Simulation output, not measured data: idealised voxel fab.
A process module follows: voxel air gaps.
Xsec cut, 290 nm wide, square cell size 5 nm.
Cross-section layout: square cells on a grid; listed as bands, top to bottom; a band spans one or more cell rows.
Each band's line starts with the height of the band's top and of its bottom, in nm. Then come its materials from left to right, each with its width in nm. One material with "throughout" fills the band from edge to edge. "empty" is empty space.
Convention: height 0 is the level below which the wafer, as received, is all one material. The lowest band does not terminate at the bottom but continues downward, represented as "0 nm and below".
The width entry "30->40" should be interpreted row by row: the top row of cells in the band takes the first number, the bottom row takes the second number, and the change between adjacent rows is uniform throughout.
"nothing different" (step): cross-section cells unchanged, all of them.
Entry "Closed void listing" = empty spaces >= 8 cells with no open way to the top; each as width x height at distance, distance from left edge, all nm.
The remark found on a step's line after its settings is issued by the simulator itself and pertains to that step.
On any step carrying a mask, the "overlay nm" setting, if present on the step's line, tells how far right of its planned place the mask lay; negative values point to the left.

Below is the list of planned process steps
1: op RECEIVE | material Si
2: op CONFORMAL_DEP | material SiO2 | thk nm 15
3: op CONFORMAL_DEP | material SiN | thk nm 5
4: op DIRECTIONAL_DEP | material lowk | thk nm 35
5: op MASKED_ETCH | tone open | mask id LINES | width nm 15 | pitch nm 50 | etch materials lowk | depth nm 35 | overlay nm 0
6: op CONFORMAL_DEP | material TiN | thk nm 5
7: op FILL_DEP | material Cu | thk nm 10
8: op CMP | height nm 55
9: op EPI | material Ru | thk nm 10
10: op SELECTIVE_ETCH | etch materials lowk | depth nm 45
11: op CONFORMAL_DEP | material SiCN | thk nm 5
The wafers are alike at the start. At step 5, their width nm differs. The plan lists the first wafer's value.

As-received state after step 1, first of several wafers, cross-section
  0 nm and below  Si throughout
  Closed void listing: none

Per wafer, end of module: cells gained (+) or lost (-) per material since receipt, then closed voids
width nm 15; +24 Cu; +56 Ru; +162 SiCN; +58 SiN; +174 SiO2; +60 TiN; Closed void listing: none
width nm 20; +48 Cu; +64 Ru; +162 SiCN; +58 SiN; +174 SiO2; +64 TiN; Closed void listing: 20 x 25 at 85; 20 x 25 at 135; 20 x 25 at 185
width nm 25; +72 Cu; +72 Ru; +150 SiCN; +58 SiN; +174 SiO2; +68 TiN; Closed void listing: 15 x 25 at 90; 15 x 25 at 140; 15 x 25 at 190
width nm 30; +96 Cu; +80 Ru; +84 SiCN; +58 SiN; +174 SiO2; +72 TiN; +84 lowk; Closed void listing: none
width nm 35; +120 Cu; +82 Ru; +84 SiCN; +58 SiN; +174 SiO2; +76 TiN; +63 lowk; Closed void listing: none
